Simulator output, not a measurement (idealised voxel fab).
Documented hereafter: the process module known as voxel self aligned contacts.
The cross-section on display is named cut; it measures 235 nm wide, and its cells are 5 nm squares.
A cross-section is written here as square cells arranged in a grid, and it is given in bands from the top down, each band taking up one or more rows of cells.
What a band's entry tells you: where the top is and where the bottom is, as heights in nm, and after that what lies inside, material by material from left to right, each with its width in nm. Empty space is written as the word "empty", and a single material marked with the word "everywhere" occupies the band from edge to edge.
Height datum 0, below which the as-received substrate wafer is one material. Lowest band open at the bottom, running downward: "z 0 and below".
Top row gets the first number, bottom row gets the second, and each row in between changes by the same step: that is how a band width like "30->40" works.
"nothing changed" -> step changed no cross-section cell.
Entry "Closed internal voids". Content: empty spaces with no open connection to the top, size 8 cells or greater. Each: width x height at distance. Distance: from left edge. Unit: nm.
On each step's line, the part that comes after the settings is the simulator's own comment on the step.
overlay nm: mask right of planned place by this much (step with mask). Neg. = left.

Process steps - plan:
1) RECEIVE | material Si
2) CONFORMAL_DEP | material SiO2 | thk nm 5
3) DIRECTIONAL_DEP | material polySi | thk nm 20
4) DIRECTIONAL_DEP | material SiN | thk nm 25
5) MASKED_ETCH | tone cover | mask id GATE | width nm 25 | pitch nm 65 | etch materials SiN | depth nm 25 | overlay nm 0
6) MASKED_ETCH | tone cover | mask id GATE | width nm 25 | pitch nm 65 | etch materials polySi | depth nm 20 | overlay nm 0
7) CONFORMAL_DEP | material SiN | thk nm 10
8) DIRECTIONAL_ETCH | etch materials SiN | depth nm 10
9) FILL_DEP | material SiO2 | thk nm 15
10) CMP | height nm 60
11) PATTERN | tone open | mask id CONTACT | material resist | width nm 50 | pitch nm 65 | thk nm 20 | overlay nm 0
12) DIRECTIONAL_ETCH | etch materials SiO2 | depth nm 60
13) STRIP | etch materials resist
14) CONFORMAL_DEP | material TiN | thk nm 5
15) FILL_DEP | material Ru | thk nm 10
16) CMP | height nm 60
17) CONFORMAL_DEP | material SiCN | thk nm 5

As received (post step 1): cross-section:
z 0 and below  Si everywhere
Closed internal voids: none

The first of two wafers, cross-sectioned at the end of the module, with the run proceeding as planned:
z 65 to 60  SiCN everywhere
z 60 to 50  60 SiO2  5->20 TiN  40->10 Ru  5->20 TiN  15 SiO2  5->20 TiN  40->10 Ru  5->20 TiN  60 SiO2
z 50 to 25  30 SiO2  45 SiN  5 TiN  10 Ru  5 TiN  45 SiN  5 TiN  10 Ru  5 TiN  45 SiN  30 SiO2
z 25 to 5  30 SiO2  10 SiN  25 polySi  10 SiN  5 TiN  10 Ru  5 TiN  10 SiN  25 polySi  10 SiN  5 TiN  10 Ru  5 TiN  10 SiN  25 polySi  10 SiN  30 SiO2
z 5 to 0  75 SiO2  20 TiN  45 SiO2  20 TiN  75 SiO2
z 0 and below  Si everywhere
Closed internal voids: none

Second wafer at the end: like start, like plan, one mistake:
z 65 to 60  SiCN everywhere
z 60 to 50  60 SiO2  5->20 TiN  40->10 Ru  5->20 TiN  15 SiO2  5->20 TiN  40->10 Ru  5->20 TiN  60 SiO2
z 50 to 35  30 SiO2  10 SiN  25 polySi  10 SiN  5 TiN  10 Ru  5 TiN  10 SiN  25 polySi  10 SiN  5 TiN  10 Ru  5 TiN  10 SiN  25 polySi  10 SiN  30 SiO2
z 35 to 30  30 SiO2  10 SiN  25 polySi  10 SiN  20 TiN  10 SiN  25 polySi  10 SiN  20 TiN  10 SiN  25 polySi  10 SiN  30 SiO2
z 30 to 5  SiN everywhere
z 5 to 0  SiO2 everywhere
z 0 and below  Si everywhere
Closed internal voids: none
Finding, execution versus plan: the run placed steps 3 and 4 each in the position the plan gave to the other
Heads up, by the end the second wafer has more or fewer cells of some materials compared to the first: -24 Ru | +100 SiN | -52 SiO2 | -24 TiN
